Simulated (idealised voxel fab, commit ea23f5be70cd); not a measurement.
You're looking at the process module voxel capacitor over wiring.
Displayed cross-section: cut, width of 235 nm, square cells sized 5 nm.
Cross-section layout: square cells on a grid; listed as bands, top to bottom; a band spans one or more cell rows. In this notation a band is specified by the heights of its top and bottom, in that order and in nm, after which its materials appear from left to right, each paired with its width in nm. The word "throughout" attached to a single material means that material fills the band from edge to edge; the word "air" stands for empty space. Heads up on the height convention: 0 is the point under which the incoming wafer is all one material, and the lowest band has no bottom, it just keeps going down, like "0 down". Quick explanation for "30->40": the width changes in equal steps down the rows of cells, from the first number in the band's top row to the second number in its bottom row. Any step labelled "no change" changed none of the cells in the cross-section. "Sealed-off cavities" means: voids of 8 cells or more that are shut off from the top with no open way through. Written width x height at distance, distance from the left edge, in nm. after a step's settings: what the simulator itself notes on the step. Regarding "overlay nm": on a step with a mask, it is the distance the mask lay to the right of its planned place; a negative value places it to the left.

**List of planned process steps**
1 RECEIVE, material Si
2 CONFORMAL_DEP, material SiO2, thk nm 10
3 DIRECTIONAL_DEP, material TiN, thk nm 5
4 DIRECTIONAL_DEP, material Ru, thk nm 25
5 DIRECTIONAL_DEP, material aC, thk nm 10
6 PATTERN, tone cover, mask id METAL_1, material resist, width nm 30, pitch nm 90, thk nm 25, overlay nm 0
7 DIRECTIONAL_ETCH, etch materials aC, depth nm 10
8 STRIP, etch materials resist
9 DIRECTIONAL_ETCH, etch materials Ru, depth nm 25
10 DIRECTIONAL_ETCH, etch materials TiN, depth nm 5
11 STRIP, etch materials aC
12 CONFORMAL_DEP, material SiN, thk nm 5
13 FILL_DEP, material SiO2, thk nm 5
14 CMP, height nm 40
15 CONFORMAL_DEP, material SiCN, thk nm 5
16 DIRECTIONAL_DEP, material lowk, thk nm 10
17 DIRECTIONAL_DEP, material aC, thk nm 10
18 PATTERN, tone open, mask id PLUG_1, material resist, width nm 15, thk nm 25, overlay nm 0
19 DIRECTIONAL_ETCH, etch materials aC, depth nm 10
20 STRIP, etch materials resist
21 DIRECTIONAL_ETCH, etch materials lowk, depth nm 10
22 DIRECTIONAL_ETCH, etch materials SiCN, depth nm 5
23 STRIP, etch materials aC
24 EPI, material Ru, thk nm 10
25 EPI, material Ru, thk nm 5
26 DIRECTIONAL_DEP, material TiN, thk nm 10
27 DIRECTIONAL_DEP, material Al2O3, thk nm 5
28 DIRECTIONAL_DEP, material TiN, thk nm 10
29 PATTERN, tone cover, mask id UPPER_PLATE, material resist, width nm 65, thk nm 20, overlay nm 0
30 DIRECTIONAL_ETCH, etch materials TiN, depth nm 10
31 DIRECTIONAL_ETCH, etch materials Al2O3, depth nm 5
32 STRIP, etch materials resist
33 DIRECTIONAL_DEP, material aC, thk nm 15
34 PATTERN, tone cover, mask id LOWER_PLATE, material resist, width nm 75, thk nm 35, overlay nm 0
35 DIRECTIONAL_ETCH, etch materials aC, depth nm 15
36 STRIP, etch materials resist
37 DIRECTIONAL_ETCH, etch materials TiN, depth nm 10
38 STRIP, etch materials aC
39 FILL_DEP, material SiO2, thk nm 15
40 CMP, height nm 90
41 MASKED_ETCH, tone open, mask id PLUG_2, width nm 15, etch materials SiO2, depth nm 10, overlay nm 0
42 CONFORMAL_DEP, material TiN, thk nm 5
43 FILL_DEP, material W, thk nm 5
44 CMP, height nm 90
45 CONFORMAL_DEP, material SiCN, thk nm 5

**Cross-section of the wafer at receipt, which is the condition after step 1**
> 0 down  Si throughout
> Sealed-off cavities: none

**Cross-sectional view of the first of the two wafers upon completion of the module, processed in accordance with the plan**
> 95 to 90  SiCN throughout
> 90 to 85  80 nm SiO2, 5 nm TiN, 5 nm W, 5 nm TiN, 140 nm SiO2
> 85 to 80  80 nm SiO2, 15 nm TiN, 140 nm SiO2
> 80 to 70  70 nm SiO2, 65 nm TiN, 100 nm SiO2
> 70 to 65  70 nm SiO2, 65 nm Al2O3, 100 nm SiO2
> 65 to 55  65 nm SiO2, 75 nm TiN, 95 nm SiO2
> 55 to 45  70 nm lowk, 15 nm Ru, 150 nm lowk
> 45 to 40  70 nm SiCN, 15 nm Ru, 150 nm SiCN
> 40 to 15  50 nm SiO2, 5 nm SiN, 30 nm Ru, 5 nm SiN, 50 nm SiO2, 5 nm SiN, 30 nm Ru, 5 nm SiN, 55 nm SiO2
> 15 to 10  55 nm SiN, 30 nm TiN, 60 nm SiN, 30 nm TiN, 60 nm SiN
> 10 to 0  SiO2 throughout
> 0 down  Si throughout
> Sealed-off cavities: none

**End-of-module cross-section of the second wafer: identical starting point and process plan to the first, with one processing mistake**
> 95 to 90  SiCN throughout
> 90 to 85  80 nm SiO2, 5 nm TiN, 5 nm W, 5 nm TiN, 140 nm SiO2
> 85 to 80  80 nm SiO2, 15 nm TiN, 140 nm SiO2
> 80 to 70  70 nm SiO2, 65 nm TiN, 100 nm SiO2
> 70 to 65  70 nm SiO2, 65 nm Al2O3, 100 nm SiO2
> 65 to 55  65 nm SiO2, 75 nm TiN, 95 nm SiO2
> 55 to 45  80 nm lowk, 15 nm Ru, 140 nm lowk
> 45 to 40  80 nm SiCN, 15 nm Ru, 140 nm SiCN
> 40 to 15  50 nm SiO2, 5 nm SiN, 30 nm Ru, 5 nm SiN, 50 nm SiO2, 5 nm SiN, 30 nm Ru, 5 nm SiN, 55 nm SiO2
> 15 to 10  55 nm SiN, 30 nm TiN, 60 nm SiN, 30 nm TiN, 60 nm SiN
> 10 to 0  SiO2 throughout
> 0 down  Si throughout
> Sealed-off cavities: none
Deviation noted in wafer processing: step 18 did not happen as planned, as run it was PATTERN, tone open, mask id PLUG_1, material resist, width nm 15, thk nm 25, overlay nm 10
Final wafers compared: equal cell tally per material, rearranged layout.
